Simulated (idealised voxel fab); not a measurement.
process module | voxel capacitor over wiring
cross-section cut | 210 nm wide | cells 5 nm
A cross-section is a grid of square cells, given in bands from the top down. A band is one or more rows of cells.
Each band's line starts with the height of the band's top and of its bottom, in nm. Then come its materials from left to right, each with its width in nm. One material with "throughout" fills the band from edge to edge. "air" is empty space.
Height 0 is the level under which the wafer as received is all one material. The lowest band goes on downwards, as in "0 down".
A width such as "30 to 40" changes by the same amount from each row of cells to the next, from the band's top row to its bottom row.
"no change" after a step means that no cell of the cross-section changed.
closed voids: empty space of 8 cells or more with no open way to the top, each as width x height at its distance from the left edge, in nm
after a step's settings: what the simulator itself notes on the step
overlay nm, on a step with a mask: how far to the right of its planned place the mask lay; to the left if negative
plan
1 op RECEIVE | material Si
2 op CONFORMAL_DEP | material SiO2 | thk nm 15
3 op CONFORMAL_DEP | material SiN | thk nm 5
4 op DIRECTIONAL_DEP | material lowk | thk nm 15
5 op PATTERN | tone open | mask id METAL_1 | material resist | width nm 20 | pitch nm 75 | thk nm 20 | overlay nm 0
6 op DIRECTIONAL_ETCH | etch materials lowk | depth nm 15
7 op DIRECTIONAL_ETCH | etch materials SiN | depth nm 5
8 op STRIP | etch materials resist
9 op CONFORMAL_DEP | material TiN | thk nm 5
10 op FILL_DEP | material Ru | thk nm 10
11 op CMP | height nm 35
12 op EPI | material Ru | thk nm 5
13 op FILL_DEP | material SiCN | thk nm 5
14 op DIRECTIONAL_DEP | material lowk | thk nm 10
15 op MASKED_ETCH | tone open | mask id PLUG_1 | width nm 15 | etch materials lowk | depth nm 10 | overlay nm 0
16 op MASKED_ETCH | tone open | mask id PLUG_1 | width nm 15 | etch materials SiCN | depth nm 5 | overlay nm 0
17 op EPI | material Ru | thk nm 10
18 op EPI | material Ru | thk nm 5
19 op DIRECTIONAL_DEP | material TiN | thk nm 5
20 op DIRECTIONAL_DEP | material Al2O3 | thk nm 5
21 op DIRECTIONAL_DEP | material TiN | thk nm 5
22 op DIRECTIONAL_DEP | material aC | thk nm 15
23 op PATTERN | tone cover | mask id UPPER_PLATE | material resist | width nm 60 | thk nm 35 | overlay nm 0
24 op DIRECTIONAL_ETCH | etch materials aC | depth nm 15
25 op STRIP | etch materials resist
26 op DIRECTIONAL_ETCH | etch materials TiN | depth nm 5
27 op DIRECTIONAL_ETCH | etch materials Al2O3 | depth nm 5
28 op STRIP | etch materials aC
29 op MASKED_ETCH | tone cover | mask id LOWER_PLATE | width nm 70 | etch materials TiN | depth nm 5 | overlay nm 0
30 op FILL_DEP | material SiO2 | thk nm 20
31 op CMP | height nm 85
32 op PATTERN | tone open | mask id PLUG_2 | material resist | width nm 15 | thk nm 20 | overlay nm 0
33 op DIRECTIONAL_ETCH | etch materials SiO2 | depth nm 15
34 op STRIP | etch materials resist
35 op CONFORMAL_DEP | material TiN | thk nm 5
36 op FILL_DEP | material Cu | thk nm 10
37 op CMP | height nm 85
38 op CONFORMAL_DEP | material SiCN | thk nm 5
as received, after step 1
  0 down: Si throughout
  closed voids: none
first wafer at the end, as planned
  90 to 85: SiCN throughout
  85 to 75: SiO2 70 | TiN 5 | Cu 5 | TiN 5 | SiO2 125
  75 to 65: SiO2 70 to 60 | TiN 15 to 60 | SiO2 125 to 90
  65 to 60: SiO2 60 | Al2O3 60 | SiO2 90
  60 to 55: SiO2 55 | TiN 70 | SiO2 85
  55 to 45: lowk 60 | Ru 15 | lowk 135
  45 to 40: SiCN 60 | Ru 15 | SiCN 135
  40 to 35: SiCN 50 | Ru 30 | SiCN 45 | Ru 30 | SiCN 55
  35 to 20: lowk 55 | TiN 5 | Ru 10 | TiN 5 | lowk 55 | TiN 5 | Ru 10 | TiN 5 | lowk 60
  20 to 15: SiN 55 | TiN 20 | SiN 55 | TiN 20 | SiN 60
  15 to 0: SiO2 throughout
  0 down: Si throughout
  closed voids: none
second wafer at the end: like start, like plan, one mistake
  90 to 85: SiCN throughout
  85 to 75: SiO2 70 | TiN 5 | Cu 5 | TiN 5 | SiO2 125
  75 to 65: SiO2 70 to 60 | TiN 15 to 60 | SiO2 125 to 90
  65 to 60: SiO2 60 | Al2O3 60 | SiO2 90
  60 to 55: SiO2 55 | TiN 70 | SiO2 85
  55 to 45: lowk 60 | Ru 15 | lowk 135
  45 to 40: SiCN 60 | Ru 15 | SiCN 135
  40 to 35: Ru throughout
  35 to 30: TiN 60 | Ru 10 | TiN 65 | Ru 10 | TiN 65
  30 to 15: lowk 55 | TiN 5 | Ru 10 | TiN 5 | lowk 55 | TiN 5 | Ru 10 | TiN 5 | lowk 60
  15 to 10: SiN 55 | TiN 20 | SiN 55 | TiN 20 | SiN 60
  10 to 0: SiO2 throughout
  0 down: Si throughout
  closed voids: none
what went wrong: step 2 ran as: op CONFORMAL_DEP | material SiO2 | thk nm 10
at the end the second wafer has, in cells: 34 more of Ru | 30 fewer of SiCN | 42 fewer of SiO2 | 38 more of TiN
